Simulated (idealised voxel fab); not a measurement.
The following is a process module called voxel wiring stack.
It is cross-section cut that appears here, measuring 205 nm in width, its square cells being 5 nm in size.
How to read a cross-section here: the picture is a grid of square cells, written as bands going from the top down, and any band can span one or more rows of cells. First you get the band's top height and its bottom height, in nm, and then the materials it's made of, left to right, with each width in nm. If you see a single material with "edge to edge", that one covers the band edge to edge. "blank" is empty space. Beneath 0, the wafer as received is one material, and that level is where height counting begins. The lowest band goes on downward without a bottom; it is written like "0 and below". Per-row width for "30 to 40": begins at first number (top row of band), ends at second number (bottom row), increment between rows held constant. When a step is marked "identical to before", none of the cells in the cross-section changed during that step. What "Closed void register" gives you is every empty space of 8 cells or more that is cut off from the top. Each appears as width x height at distance, with the distance taken from the left edge and width, height and distance all in nm. Read whatever lies past the settings on a step's line as the simulator's own remark about the step. For masked steps, "overlay nm" on the step line gives how far right of plan the mask actually lay; a minus sign means it lay to the left.

-- The following list gives the planned process steps
1,RECEIVE (material Si)
2,CONFORMAL_DEP (material SiO2; thk nm 10)
3,CONFORMAL_DEP (material SiCN; thk nm 5)
4,DIRECTIONAL_DEP (material SiO2; thk nm 25)
5,PATTERN (tone open; mask id METAL_1; material resist; width nm 25; pitch nm 40; thk nm 15; overlay nm 0)
6,DIRECTIONAL_ETCH (etch materials SiO2; depth nm 25)
7,DIRECTIONAL_ETCH (etch materials SiCN; depth nm 5)
8,STRIP (etch materials resist)
9,CONFORMAL_DEP (material TiN; thk nm 5)
10,FILL_DEP (material Cu; thk nm 5)
11,CMP (height nm 40)
12,EPI (material Ru; thk nm 5)
13,FILL_DEP (material SiCN; thk nm 5)
14,DIRECTIONAL_DEP (material SiO2; thk nm 10)
15,MASKED_ETCH (tone open; mask id PLUG_1; width nm 15; pitch nm 40; etch materials SiO2; depth nm 10; overlay nm 0)
16,MASKED_ETCH (tone open; mask id PLUG_1; width nm 15; pitch nm 40; etch materials SiCN; depth nm 5; overlay nm 0)
17,EPI (material Ru; thk nm 10)
18,EPI (material Ru; thk nm 5)
19,CONFORMAL_DEP (material SiN; thk nm 5)
20,DIRECTIONAL_DEP (material SiO2; thk nm 25)
21,MASKED_ETCH (tone open; mask id METAL_2; width nm 25; pitch nm 40; etch materials SiO2; depth nm 25; overlay nm 0)
22,MASKED_ETCH (tone open; mask id METAL_2; width nm 25; pitch nm 40; etch materials SiN; depth nm 5; overlay nm 0)
23,CONFORMAL_DEP (material TiN; thk nm 5)
24,FILL_DEP (material Cu; thk nm 5)
25,CMP (height nm 90)
26,CONFORMAL_DEP (material SiCN; thk nm 5)
27,DIRECTIONAL_DEP (material lowk; thk nm 15)
28,MASKED_ETCH (tone open; mask id PLUG_2; width nm 15; pitch nm 40; etch materials lowk; depth nm 15; overlay nm 0)
29,MASKED_ETCH (tone open; mask id PLUG_2; width nm 15; pitch nm 40; etch materials SiCN; depth nm 5; overlay nm 0)
30,EPI (material Ru; thk nm 10)
31,EPI (material Ru; thk nm 10)
32,CONFORMAL_DEP (material SiCN; thk nm 5)
33,DIRECTIONAL_DEP (material lowk; thk nm 20)
34,DIRECTIONAL_DEP (material aC; thk nm 15)
35,PATTERN (tone open; mask id METAL_3; material resist; width nm 25; pitch nm 40; thk nm 35; overlay nm 0)
36,DIRECTIONAL_ETCH (etch materials aC; depth nm 15)
37,STRIP (etch materials resist)
38,DIRECTIONAL_ETCH (etch materials lowk; depth nm 20)
39,DIRECTIONAL_ETCH (etch materials SiCN; depth nm 5)
40,STRIP (etch materials aC)
41,CONFORMAL_DEP (material TiN; thk nm 5)
42,FILL_DEP (material Cu; thk nm 10)
43,CMP (height nm 135)
44,CONFORMAL_DEP (material SiN; thk nm 5)
Among the wafers covered here, the point of difference is the thk nm at step 19; their starting state is shared, and the plan presents the value of the first wafer.

-- First wafer of several, as received: cross-section after step 1
0 and below  Si edge to edge
Closed void register: none

-- Last step of the module is step 44; after it, the first of several wafers in cross-section
140 down to 135  SiN edge to edge
135 down to 115  lowk (30)  TiN (5)  Cu (15)  TiN (5)  lowk (15)  TiN (5)  Cu (15)  TiN (5)  lowk (15)  TiN (5)  Cu (15)  TiN (5)  lowk (15)  TiN (5)  Cu (15)  TiN (5)  lowk (30)
115 down to 110  SiCN (30)  TiN (25)  SiCN (15)  TiN (25)  SiCN (15)  TiN (25)  SiCN (15)  TiN (25)  SiCN (30)
110 down to 95  lowk (30)  Ru (15)  lowk (25)  Ru (15)  lowk (25)  Ru (15)  lowk (25)  Ru (15)  lowk (40)
95 down to 90  SiCN (30)  Ru (15)  SiCN (25)  Ru (15)  SiCN (25)  Ru (15)  SiCN (25)  Ru (15)  SiCN (40)
90 down to 65  SiO2 (30)  TiN (5)  Cu (15)  TiN (5)  SiO2 (15)  TiN (5)  Cu (15)  TiN (5)  SiO2 (15)  TiN (5)  Cu (15)  TiN (5)  SiO2 (15)  TiN (5)  Cu (15)  TiN (5)  SiO2 (30)
65 down to 60  SiN (30)  TiN (25)  SiN (15)  TiN (25)  SiN (15)  TiN (25)  SiN (15)  TiN (25)  SiN (30)
60 down to 50  SiO2 (30)  Ru (15)  SiO2 (25)  Ru (15)  SiO2 (25)  Ru (15)  SiO2 (25)  Ru (15)  SiO2 (40)
50 down to 40  SiCN (30 to 25)  Ru (15 to 35)  SiCN (25 to 5)  Ru (15 to 35)  SiCN (25 to 5)  Ru (15 to 35)  SiCN (25 to 5)  Ru (15 to 35)  SiCN (40 to 25)
40 down to 15  SiO2 (30)  TiN (5)  Cu (15)  TiN (5)  SiO2 (15)  TiN (5)  Cu (15)  TiN (5)  SiO2 (15)  TiN (5)  Cu (15)  TiN (5)  SiO2 (15)  TiN (5)  Cu (15)  TiN (5)  SiO2 (30)
15 down to 10  SiCN (30)  TiN (25)  SiCN (15)  TiN (25)  SiCN (15)  TiN (25)  SiCN (15)  TiN (25)  SiCN (30)
10 down to 0  SiO2 edge to edge
0 and below  Si edge to edge
Closed void register: none

-- Showing the last wafer in cross-section at the end of the module
140 down to 135  SiN edge to edge
135 down to 115  lowk (30)  TiN (5)  Cu (15)  TiN (5)  lowk (15)  TiN (5)  Cu (15)  TiN (5)  lowk (15)  TiN (5)  Cu (15)  TiN (5)  lowk (15)  TiN (5)  Cu (15)  TiN (5)  lowk (30)
115 down to 110  SiCN (30)  TiN (25)  SiCN (15)  TiN (25)  SiCN (15)  TiN (25)  SiCN (15)  TiN (25)  SiCN (30)
110 down to 95  lowk (30)  Ru (15)  lowk (25)  Ru (15)  lowk (25)  Ru (15)  lowk (25)  Ru (15)  lowk (40)
95 down to 90  SiCN (30)  Ru (15)  SiCN (25)  Ru (15)  SiCN (25)  Ru (15)  SiCN (25)  Ru (15)  SiCN (40)
90 down to 80  SiO2 (30)  TiN (5)  Cu (15)  TiN (5)  SiO2 (15)  TiN (5)  Cu (15)  TiN (5)  SiO2 (15)  TiN (5)  Cu (15)  TiN (5)  SiO2 (15)  TiN (5)  Cu (15)  TiN (5)  SiO2 (30)
80 down to 75  SiN (30)  TiN (25)  SiN (15)  TiN (25)  SiN (15)  TiN (25)  SiN (15)  TiN (25)  SiN (30)
75 down to 60  SiN edge to edge
60 down to 50  SiO2 (30)  Ru (15)  SiO2 (25)  Ru (15)  SiO2 (25)  Ru (15)  SiO2 (25)  Ru (15)  SiO2 (40)
50 down to 40  SiCN (30 to 25)  Ru (15 to 35)  SiCN (25 to 5)  Ru (15 to 35)  SiCN (25 to 5)  Ru (15 to 35)  SiCN (25 to 5)  Ru (15 to 35)  SiCN (40 to 25)
40 down to 15  SiO2 (30)  TiN (5)  Cu (15)  TiN (5)  SiO2 (15)  TiN (5)  Cu (15)  TiN (5)  SiO2 (15)  TiN (5)  Cu (15)  TiN (5)  SiO2 (15)  TiN (5)  Cu (15)  TiN (5)  SiO2 (30)
15 down to 10  SiCN (30)  TiN (25)  SiCN (15)  TiN (25)  SiCN (15)  TiN (25)  SiCN (15)  TiN (25)  SiCN (30)
10 down to 0  SiO2 edge to edge
0 and below  Si edge to edge
Closed void register: none

-- Quick key for the table: a row per wafer, taken at the end of the module. For each material it tells you how many cells the wafer gained (+) or lost (-) since it came in, and the closed voids come after
thk nm 5 | +168 Cu | +112 Ru | +113 SiCN | +62 SiN | +350 SiO2 | +172 TiN | +171 lowk | Closed void register: none
thk nm 10 | +156 Cu | +112 Ru | +113 SiCN | +103 SiN | +329 SiO2 | +164 TiN | +171 lowk | Closed void register: none
thk nm 15 | +144 Cu | +112 Ru | +113 SiCN | +144 SiN | +308 SiO2 | +156 TiN | +171 lowk | Closed void register: none
thk nm 20 | +132 Cu | +112 Ru | +113 SiCN | +185 SiN | +287 SiO2 | +148 TiN | +171 lowk | Closed void register: none
